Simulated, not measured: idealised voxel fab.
The process module that follows is named voxel gate over fins.
This is section cut - it's 250 nm across, gridded in 5 nm square cells.
Cross-section spec: square-cell grid; bands listed top down; each band is one or more rows. What a band's entry tells you: where the top is and where the bottom is, as heights in nm, and after that what lies inside, material by material from left to right, each with its width in nm. Empty space is written as the word "empty", and a single material marked with the word "full width" occupies the band from edge to edge. Measure heights from 0. That's the level where, below it, the as-received wafer is all one material. The lowest band is bottomless and extends downward; write it as in "0 nm and below". Graded width ("30->40"): value in top row of band = first number; value in bottom row = second number; row-to-row change constant. No cell of the cross-section changed in a step that is given as "all unchanged". Listed in "Closed void listing": every empty space of 8 or more cells without an open way to the top. Form: width x height at distance, the distance being from the left edge, all in nm. after a step's settings: what the simulator itself notes on the step. overlay nm: how far to the right of its planned place the mask lay on this masked step (negative: to the left).
# Set out below are the planned steps of the process
1: op RECEIVE | material Si
2: op CONFORMAL_DEP | material SiN | thk nm 5
3: op PATTERN | tone cover | mask id FINS | material resist | width nm 15 | pitch nm 40 | thk nm 15 | overlay nm 0
4: op DIRECTIONAL_ETCH | etch materials SiN | depth nm 5
5: op DIRECTIONAL_ETCH | etch materials Si | depth nm 35
6: op STRIP | etch materials resist
7: op FILL_DEP | material SiO2 | thk nm 15
8: op CMP | height nm 5
9: op SELECTIVE_ETCH | etch materials SiO2 | depth nm 15
10: op STRIP | etch materials SiN
11: op CONFORMAL_DEP | material HfO2 | thk nm 5
12: op CONFORMAL_DEP | material TiN | thk nm 5
13: op CONFORMAL_DEP | material TiAl | thk nm 5
14: op CONFORMAL_DEP | material TiN | thk nm 5
15: op FILL_DEP | material W | thk nm 10
16: op CMP | height nm 25
17: op CONFORMAL_DEP | material SiN | thk nm 10
# First of the two wafers, run per plan
# Cross-sectional view of the wafer in its as-received condition, corresponding to the state after step 1
  0 nm and below = Si full width
  Closed void listing: none
# Step 2 complete: cross-section through the wafer
  5 nm to 0 nm = SiN full width
  Unchanged below 0.
# Step 3 complete: cross-section through the wafer
  20 nm to 5 nm = empty=55 / resist=15 / empty=25 / resist=15 / empty=25 / resist=15 / empty=25 / resist=15 / empty=60
  Unchanged below 5.
# Step 4 complete: cross-section through the wafer
  20 nm to 5 nm = empty=55 / resist=15 / empty=25 / resist=15 / empty=25 / resist=15 / empty=25 / resist=15 / empty=60
  5 nm to 0 nm = empty=55 / SiN=15 / empty=25 / SiN=15 / empty=25 / SiN=15 / empty=25 / SiN=15 / empty=60
  Unchanged below 0.
# Step 5 complete: cross-section through the wafer
  20 nm to 5 nm = empty=55 / resist=15 / empty=25 / resist=15 / empty=25 / resist=15 / empty=25 / resist=15 / empty=60
  5 nm to 0 nm = empty=55 / SiN=15 / empty=25 / SiN=15 / empty=25 / SiN=15 / empty=25 / SiN=15 / empty=60
  0 nm to -35 nm = empty=55 / Si=15 / empty=25 / Si=15 / empty=25 / Si=15 / empty=25 / Si=15 / empty=60
  Unchanged below -35.
# Step 6 complete: cross-section through the wafer
  5 nm to 0 nm = empty=55 / SiN=15 / empty=25 / SiN=15 / empty=25 / SiN=15 / empty=25 / SiN=15 / empty=60
  Unchanged below 0.
# Step 7 complete: cross-section through the wafer
  20 nm to 5 nm = SiO2 full width
  5 nm to 0 nm = SiO2=55 / SiN=15 / SiO2=25 / SiN=15 / SiO2=25 / SiN=15 / SiO2=25 / SiN=15 / SiO2=60
  0 nm to -35 nm = SiO2=55 / Si=15 / SiO2=25 / Si=15 / SiO2=25 / Si=15 / SiO2=25 / Si=15 / SiO2=60
  Unchanged below -35.
# Step 8 complete: cross-section through the wafer
  5 nm to 0 nm = SiO2=55 / SiN=15 / SiO2=25 / SiN=15 / SiO2=25 / SiN=15 / SiO2=25 / SiN=15 / SiO2=60
  Unchanged below 0.
# Step 9 complete: cross-section through the wafer
  5 nm to 0 nm = empty=55 / SiN=15 / empty=25 / SiN=15 / empty=25 / SiN=15 / empty=25 / SiN=15 / empty=60
  0 nm to -10 nm = empty=55 / Si=15 / empty=25 / Si=15 / empty=25 / Si=15 / empty=25 / Si=15 / empty=60
  Unchanged below -10.
# Step 10 complete: cross-section through the wafer
  0 nm to -10 nm = empty=55 / Si=15 / empty=25 / Si=15 / empty=25 / Si=15 / empty=25 / Si=15 / empty=60
  Unchanged below -10.
# Step 11 complete: cross-section through the wafer
  5 nm to 0 nm = empty=50 / HfO2=25 / empty=15 / HfO2=25 / empty=15 / HfO2=25 / empty=15 / HfO2=25 / empty=55
  0 nm to -5 nm = empty=50 / HfO2=5 / Si=15 / HfO2=5 / empty=15 / HfO2=5 / Si=15 / HfO2=5 / empty=15 / HfO2=5 / Si=15 / HfO2=5 / empty=15 / HfO2=5 / Si=15 / HfO2=5 / empty=55
  -5 nm to -10 nm = HfO2=55 / Si=15 / HfO2=25 / Si=15 / HfO2=25 / Si=15 / HfO2=25 / Si=15 / HfO2=60
  Unchanged below -10.
# Step 12 complete: cross-section through the wafer
  10 nm to 5 nm = empty=45 / TiN=35 / empty=5 / TiN=35 / empty=5 / TiN=35 / empty=5 / TiN=35 / empty=50
  5 nm to 0 nm = empty=45 / TiN=5 / HfO2=25 / TiN=5 / empty=5 / TiN=5 / HfO2=25 / TiN=5 / empty=5 / TiN=5 / HfO2=25 / TiN=5 / empty=5 / TiN=5 / HfO2=25 / TiN=5 / empty=50
  0 nm to -5 nm = TiN=50 / HfO2=5 / Si=15 / HfO2=5 / TiN=15 / HfO2=5 / Si=15 / HfO2=5 / TiN=15 / HfO2=5 / Si=15 / HfO2=5 / TiN=15 / HfO2=5 / Si=15 / HfO2=5 / TiN=55
  Unchanged below -5.
# Step 13 complete: cross-section through the wafer
  15 nm to 10 nm = empty=40 / TiAl=165 / empty=45
  10 nm to 5 nm = empty=40 / TiAl=5 / TiN=35 / TiAl=5 / TiN=35 / TiAl=5 / TiN=35 / TiAl=5 / TiN=35 / TiAl=5 / empty=45
  5 nm to 0 nm = TiAl=45 / TiN=5 / HfO2=25 / TiN=5 / TiAl=5 / TiN=5 / HfO2=25 / TiN=5 / TiAl=5 / TiN=5 / HfO2=25 / TiN=5 / TiAl=5 / TiN=5 / HfO2=25 / TiN=5 / TiAl=50
  Unchanged below 0.
# Step 14 complete: cross-section through the wafer
  20 nm to 15 nm = empty=35 / TiN=175 / empty=40
  15 nm to 10 nm = empty=35 / TiN=5 / TiAl=165 / TiN=5 / empty=40
  10 nm to 5 nm = TiN=40 / TiAl=5 / TiN=35 / TiAl=5 / TiN=35 / TiAl=5 / TiN=35 / TiAl=5 / TiN=35 / TiAl=5 / TiN=45
  Unchanged below 5.
# Step 15 complete: cross-section through the wafer
  30 nm to 20 nm = W full width
  20 nm to 15 nm = W=35 / TiN=175 / W=40
  15 nm to 10 nm = W=35 / TiN=5 / TiAl=165 / TiN=5 / W=40
  Unchanged below 10.
# Step 16 complete: cross-section through the wafer
  25 nm to 20 nm = W full width
  Unchanged below 20.
# Step 17 complete: cross-section through the wafer
  35 nm to 25 nm = SiN full width
  Unchanged below 25.
# Second of two: same start, same plan, one run error; steps up to and including 2 match the first
# Second wafer, cut view, end of step 3 per plan
  20 nm to 5 nm = empty=50 / resist=15 / empty=25 / resist=15 / empty=25 / resist=15 / empty=25 / resist=15 / empty=65
  Unchanged below 5.
# Second wafer, cut view, end of step 4 per plan
  20 nm to 5 nm = empty=50 / resist=15 / empty=25 / resist=15 / empty=25 / resist=15 / empty=25 / resist=15 / empty=65
  5 nm to 0 nm = empty=50 / SiN=15 / empty=25 / SiN=15 / empty=25 / SiN=15 / empty=25 / SiN=15 / empty=65
  Unchanged below 0.
# Second wafer, cut view, end of step 5 per plan
  20 nm to 5 nm = empty=50 / resist=15 / empty=25 / resist=15 / empty=25 / resist=15 / empty=25 / resist=15 / empty=65
  5 nm to 0 nm = empty=50 / SiN=15 / empty=25 / SiN=15 / empty=25 / SiN=15 / empty=25 / SiN=15 / empty=65
  0 nm to -35 nm = empty=50 / Si=15 / empty=25 / Si=15 / empty=25 / Si=15 / empty=25 / Si=15 / empty=65
  Unchanged below -35.
# Second wafer, cut view, end of step 6 per plan
  5 nm to 0 nm = empty=50 / SiN=15 / empty=25 / SiN=15 / empty=25 / SiN=15 / empty=25 / SiN=15 / empty=65
  Unchanged below 0.
# Second wafer, cut view, end of step 7 per plan
  20 nm to 5 nm = SiO2 full width
  5 nm to 0 nm = SiO2=50 / SiN=15 / SiO2=25 / SiN=15 / SiO2=25 / SiN=15 / SiO2=25 / SiN=15 / SiO2=65
  0 nm to -35 nm = SiO2=50 / Si=15 / SiO2=25 / Si=15 / SiO2=25 / Si=15 / SiO2=25 / Si=15 / SiO2=65
  Unchanged below -35.
# Second wafer, cut view, end of step 8 per plan
  5 nm to 0 nm = SiO2=50 / SiN=15 / SiO2=25 / SiN=15 / SiO2=25 / SiN=15 / SiO2=25 / SiN=15 / SiO2=65
  Unchanged below 0.
# Second wafer, cut view, end of step 9 per plan
  5 nm to 0 nm = empty=50 / SiN=15 / empty=25 / SiN=15 / empty=25 / SiN=15 / empty=25 / SiN=15 / empty=65
  0 nm to -10 nm = empty=50 / Si=15 / empty=25 / Si=15 / empty=25 / Si=15 / empty=25 / Si=15 / empty=65
  Unchanged below -10.
# Second wafer, cut view, end of step 10 per plan
  0 nm to -10 nm = empty=50 / Si=15 / empty=25 / Si=15 / empty=25 / Si=15 / empty=25 / Si=15 / empty=65
  Unchanged below -10.
# Second wafer, cut view, end of step 11 per plan
  5 nm to 0 nm = empty=45 / HfO2=25 / empty=15 / HfO2=25 / empty=15 / HfO2=25 / empty=15 / HfO2=25 / empty=60
  0 nm to -5 nm = empty=45 / HfO2=5 / Si=15 / HfO2=5 / empty=15 / HfO2=5 / Si=15 / HfO2=5 / empty=15 / HfO2=5 / Si=15 / HfO2=5 / empty=15 / HfO2=5 / Si=15 / HfO2=5 / empty=60
  -5 nm to -10 nm = HfO2=50 / Si=15 / HfO2=25 / Si=15 / HfO2=25 / Si=15 / HfO2=25 / Si=15 / HfO2=65
  Unchanged below -10.
# Second wafer, cut view, end of step 12 per plan
  10 nm to 5 nm = empty=40 / TiN=35 / empty=5 / TiN=35 / empty=5 / TiN=35 / empty=5 / TiN=35 / empty=55
  5 nm to 0 nm = empty=40 / TiN=5 / HfO2=25 / TiN=5 / empty=5 / TiN=5 / HfO2=25 / TiN=5 / empty=5 / TiN=5 / HfO2=25 / TiN=5 / empty=5 / TiN=5 / HfO2=25 / TiN=5 / empty=55
  0 nm to -5 nm = TiN=45 / HfO2=5 / Si=15 / HfO2=5 / TiN=15 / HfO2=5 / Si=15 / HfO2=5 / TiN=15 / HfO2=5 / Si=15 / HfO2=5 / TiN=15 / HfO2=5 / Si=15 / HfO2=5 / TiN=60
  Unchanged below -5.
# Second wafer, cut view, end of step 13 per plan
  15 nm to 10 nm = empty=35 / TiAl=165 / empty=50
  10 nm to 5 nm = empty=35 / TiAl=5 / TiN=35 / TiAl=5 / TiN=35 / TiAl=5 / TiN=35 / TiAl=5 / TiN=35 / TiAl=5 / empty=50
  5 nm to 0 nm = TiAl=40 / TiN=5 / HfO2=25 / TiN=5 / TiAl=5 / TiN=5 / HfO2=25 / TiN=5 / TiAl=5 / TiN=5 / HfO2=25 / TiN=5 / TiAl=5 / TiN=5 / HfO2=25 / TiN=5 / TiAl=55
  Unchanged below 0.
# Second wafer, cut view, end of step 14 per plan
  20 nm to 15 nm = empty=30 / TiN=175 / empty=45
  15 nm to 10 nm = empty=30 / TiN=5 / TiAl=165 / TiN=5 / empty=45
  10 nm to 5 nm = TiN=35 / TiAl=5 / TiN=35 / TiAl=5 / TiN=35 / TiAl=5 / TiN=35 / TiAl=5 / TiN=35 / TiAl=5 / TiN=50
  Unchanged below 5.
# Second wafer, cut view, end of step 15 per plan
  30 nm to 20 nm = W full width
  20 nm to 15 nm = W=30 / TiN=175 / W=45
  15 nm to 10 nm = W=30 / TiN=5 / TiAl=165 / TiN=5 / W=45
  Unchanged below 10.
# Second wafer, cut view, end of step 16 per plan
  25 nm to 20 nm = W full width
  Unchanged below 20.
# Second wafer, cut view, end of step 17 per plan
  35 nm to 25 nm = SiN full width
  Unchanged below 25.
Diagnosis: heads up, step 3 didn't go per plan, it actually ran as op PATTERN | tone cover | mask id FINS | material resist | width nm 15 | pitch nm 40 | thk nm 15 | overlay nm -5
At the close, every material occupies the same number of cells on the second wafer as on the first, only in different positions.
